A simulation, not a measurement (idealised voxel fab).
process module | voxel capacitor over wiring
cross-section cut | 220 nm wide | cells 5 nm
A cross-section is a grid of square cells, given in bands from the top down. A band is one or more rows of cells.
Each band's line starts with the height of the band's top and of its bottom, in nm. Then come its materials from left to right, each with its width in nm. One material with "throughout" fills the band from edge to edge. "air" is empty space.
Height 0 is the level under which the wafer as received is all one material. The lowest band goes on downwards, as in "0 down".
A width such as "30 to 40" changes by the same amount from each row of cells to the next, from the band's top row to its bottom row.
"no change" after a step means that no cell of the cross-section changed.
closed voids: empty space of 8 cells or more with no open way to the top, each as width x height at its distance from the left edge, in nm
after a step's settings: what the simulator itself notes on the step
overlay nm, on a step with a mask: how far to the right of its planned place the mask lay; to the left if negative
plan
1 op RECEIVE | material Si
2 op CONFORMAL_DEP | material SiO2 | thk nm 10
3 op DIRECTIONAL_DEP | material TiN | thk nm 5
4 op DIRECTIONAL_DEP | material Ru | thk nm 15
5 op DIRECTIONAL_DEP | material aC | thk nm 15
6 op PATTERN | tone cover | mask id METAL_1 | material resist | width nm 30 | pitch nm 90 | thk nm 35 | overlay nm 0
7 op DIRECTIONAL_ETCH | etch materials aC | depth nm 15
8 op STRIP | etch materials resist
9 op DIRECTIONAL_ETCH | etch materials Ru | depth nm 15
10 op DIRECTIONAL_ETCH | etch materials TiN | depth nm 5
11 op STRIP | etch materials aC
12 op CONFORMAL_DEP | material SiN | thk nm 5
13 op FILL_DEP | material lowk | thk nm 5
14 op CMP | height nm 30
15 op CONFORMAL_DEP | material SiCN | thk nm 5
16 op DIRECTIONAL_DEP | material SiO2 | thk nm 10
17 op PATTERN | tone open | mask id PLUG_1 | material resist | width nm 15 | thk nm 15 | overlay nm 0
18 op DIRECTIONAL_ETCH | etch materials SiO2 | depth nm 10
19 op DIRECTIONAL_ETCH | etch materials SiCN | depth nm 5
20 op STRIP | etch materials resist
21 op CONFORMAL_DEP | material TiN | thk nm 5
22 op FILL_DEP | material Cu | thk nm 5
23 op CMP | height nm 45
24 op DIRECTIONAL_DEP | material TiN | thk nm 10
25 op DIRECTIONAL_DEP | material SiN | thk nm 5
26 op DIRECTIONAL_DEP | material TiN | thk nm 5
27 op MASKED_ETCH | tone cover | mask id UPPER_PLATE | width nm 65 | etch materials TiN | depth nm 5 | overlay nm 0
28 op MASKED_ETCH | tone cover | mask id UPPER_PLATE | width nm 65 | etch materials SiN | depth nm 5 | overlay nm 0
29 op DIRECTIONAL_DEP | material aC | thk nm 15
30 op PATTERN | tone cover | mask id LOWER_PLATE | material resist | width nm 75 | thk nm 35 | overlay nm 0
31 op DIRECTIONAL_ETCH | etch materials aC | depth nm 15
32 op STRIP | etch materials resist
33 op DIRECTIONAL_ETCH | etch materials TiN | depth nm 10
34 op STRIP | etch materials aC
35 op FILL_DEP | material SiO2 | thk nm 15
36 op CMP | height nm 75
37 op MASKED_ETCH | tone open | mask id PLUG_2 | width nm 15 | etch materials SiO2 | depth nm 10 | overlay nm 0
38 op CONFORMAL_DEP | material TiN | thk nm 5
39 op FILL_DEP | material Ru | thk nm 5
40 op CMP | height nm 75
41 op CONFORMAL_DEP | material SiCN | thk nm 5
as received, after step 1
  0 down: Si throughout
  closed voids: none
first wafer at the end, as planned
  80 to 75: SiCN throughout
  75 to 70: SiO2 75 | TiN 5 | Ru 5 | TiN 5 | SiO2 130
  70 to 60: SiO2 75 to 65 | TiN 15 to 65 | SiO2 130 to 90
  60 to 55: SiO2 65 | SiN 65 | SiO2 90
  55 to 45: SiO2 60 | TiN 75 | SiO2 85
  45 to 35: SiO2 65 | TiN 5 | Cu 5 | TiN 5 | SiO2 140
  35 to 30: SiCN 65 | TiN 15 | SiCN 140
  30 to 15: lowk 45 | SiN 5 | Ru 30 | SiN 5 | lowk 50 | SiN 5 | Ru 30 | SiN 5 | lowk 45
  15 to 10: SiN 50 | TiN 30 | SiN 60 | TiN 30 | SiN 50
  10 to 0: SiO2 throughout
  0 down: Si throughout
  closed voids: none
second wafer at the end: like start, like plan, one mistake
  80 to 75: SiCN throughout
  75 to 70: SiO2 75 | TiN 5 | Ru 5 | TiN 5 | SiO2 130
  70 to 60: SiO2 75 to 70 | TiN 15 to 60 | SiO2 130 to 90
  60 to 55: SiO2 65 | SiN 65 | SiO2 90
  55 to 45: SiO2 60 | TiN 75 | SiO2 85
  45 to 35: SiO2 65 | TiN 5 | Cu 5 | TiN 5 | SiO2 140
  35 to 30: SiCN 65 | TiN 15 | SiCN 140
  30 to 15: lowk 45 | SiN 5 | Ru 30 | SiN 5 | lowk 50 | SiN 5 | Ru 30 | SiN 5 | lowk 45
  15 to 10: SiN 50 | TiN 30 | SiN 60 | TiN 30 | SiN 50
  10 to 0: SiO2 throughout
  0 down: Si throughout
  closed voids: none
what went wrong: step 27 ran as: op MASKED_ETCH | tone cover | mask id UPPER_PLATE | width nm 60 | etch materials TiN | depth nm 5 | overlay nm 0
at the end the second wafer has, in cells: 1 more of SiO2 | 1 fewer of TiN
